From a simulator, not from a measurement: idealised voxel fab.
Title: Process Module voxel air gaps
Section cut is 210 nm wide and gridded with 5 nm square cells.
How to read a cross-section here: the picture is a grid of square cells, written as bands going from the top down, and any band can span one or more rows of cells.
This entry defines a band. It first specifies the height of the band's top and the height of its bottom in nm, and then specifies the band's materials from left to right, stating each material with its width in nm. The word "everywhere" identifies a single material that fills the band from edge to edge, while the word "empty" identifies empty space.
Heights are measured from 0, the level below which the as-received wafer is all one material; the lowest band has no bottom and continues downward, written as in "0 -> down".
Graded width ("30->40"): value in top row of band = first number; value in bottom row = second number; row-to-row change constant.
"no alterations made", as given for a step, is the statement that not any cell of the cross-section underwent a change during that step.
So "closed voids" is basically the list of trapped voids: any empty space of 8 cells or more that can't reach the top through an opening. They're written width x height at distance, the distance being from the left edge, and it's all nm.
after a step's settings: what the simulator itself notes on the step
What "overlay nm" on a step's line means: if the step has a mask, that mask lay this far to the right of its planned place, or, when the value is negative, to the left.

### The steps planned for the process are as follows
1 RECEIVE: material Si
2 CONFORMAL_DEP: material SiO2, thk nm 15
3 CONFORMAL_DEP: material SiN, thk nm 5
4 DIRECTIONAL_DEP: material SiO2, thk nm 40
5 PATTERN: tone open, mask id LINES, material resist, width nm 15, pitch nm 45, thk nm 20, overlay nm 0
6 DIRECTIONAL_ETCH: etch materials SiO2, depth nm 40
7 STRIP: etch materials resist
8 CONFORMAL_DEP: material TiN, thk nm 5
9 FILL_DEP: material W, thk nm 5
10 CMP: height nm 60
11 EPI: material Ru, thk nm 10
12 SELECTIVE_ETCH: etch materials SiO2, depth nm 50
13 CONFORMAL_DEP: material SiN, thk nm 5

### Cross-section of the wafer upon arrival, representing the state reached after step 1
  0 -> down | Si everywhere
  closed voids: none

### Sectioned view, first of two wafers, at the close of the module, processed as intended in the plan
  75 -> 70 | empty (15) | SiN (180) | empty (15)
  70 -> 60 | empty (15) | SiN (5) | Ru (35) | SiN (10) | Ru (35) | SiN (10) | Ru (35) | SiN (10) | Ru (35) | SiN (5) | empty (15)
  60 -> 55 | empty (15) | SiN (15) | TiN (5) | W (5) | TiN (5) | SiN (30) | TiN (5) | W (5) | TiN (5) | SiN (30) | TiN (5) | W (5) | TiN (5) | SiN (30) | TiN (5) | W (5) | TiN (5) | SiN (15) | empty (15)
  55 -> 25 | empty (25) | SiN (5) | TiN (5) | W (5) | TiN (5) | SiN (5) | empty (20) | SiN (5) | TiN (5) | W (5) | TiN (5) | SiN (5) | empty (20) | SiN (5) | TiN (5) | W (5) | TiN (5) | SiN (5) | empty (20) | SiN (5) | TiN (5) | W (5) | TiN (5) | SiN (5) | empty (25)
  25 -> 20 | SiN (30) | TiN (15) | SiN (30) | TiN (15) | SiN (30) | TiN (15) | SiN (30) | TiN (15) | SiN (30)
  20 -> 15 | SiN everywhere
  15 -> 0 | SiO2 everywhere
  0 -> down | Si everywhere
  closed voids: 20 x 30 at 50; 20 x 30 at 95; 20 x 30 at 140

### Wafer two (of two), end-of-module cross-section: start = wafer one, plan = wafer one, one run mistake
  75 -> 70 | empty (15) | SiN (180) | empty (15)
  70 -> 60 | empty (15) | SiN (5) | Ru (35) | SiN (10) | Ru (35) | SiN (10) | Ru (35) | SiN (10) | Ru (35) | SiN (5) | empty (15)
  60 -> 25 | empty (15) | SiN (5) | Ru (10) | TiN (5) | W (5) | TiN (5) | Ru (10) | SiN (10) | Ru (10) | TiN (5) | W (5) | TiN (5) | Ru (10) | SiN (10) | Ru (10) | TiN (5) | W (5) | TiN (5) | Ru (10) | SiN (10) | Ru (10) | TiN (5) | W (5) | TiN (5) | Ru (10) | SiN (5) | empty (15)
  25 -> 20 | SiN (20) | Ru (10) | TiN (15) | Ru (10) | SiN (10) | Ru (10) | TiN (15) | Ru (10) | SiN (10) | Ru (10) | TiN (15) | Ru (10) | SiN (10) | Ru (10) | TiN (15) | Ru (10) | SiN (20)
  20 -> 15 | SiN everywhere
  15 -> 0 | SiO2 everywhere
  0 -> down | Si everywhere
  closed voids: none
Heads up, the wafer didn't run the way we planned it: plan steps 11 and 12 run swapped
FYI, end of process, the second wafer has more or fewer cells of some materials than the first: Ru +128 | SiN -32
End state: 3 closed voids on the first wafer, 0 on the second.
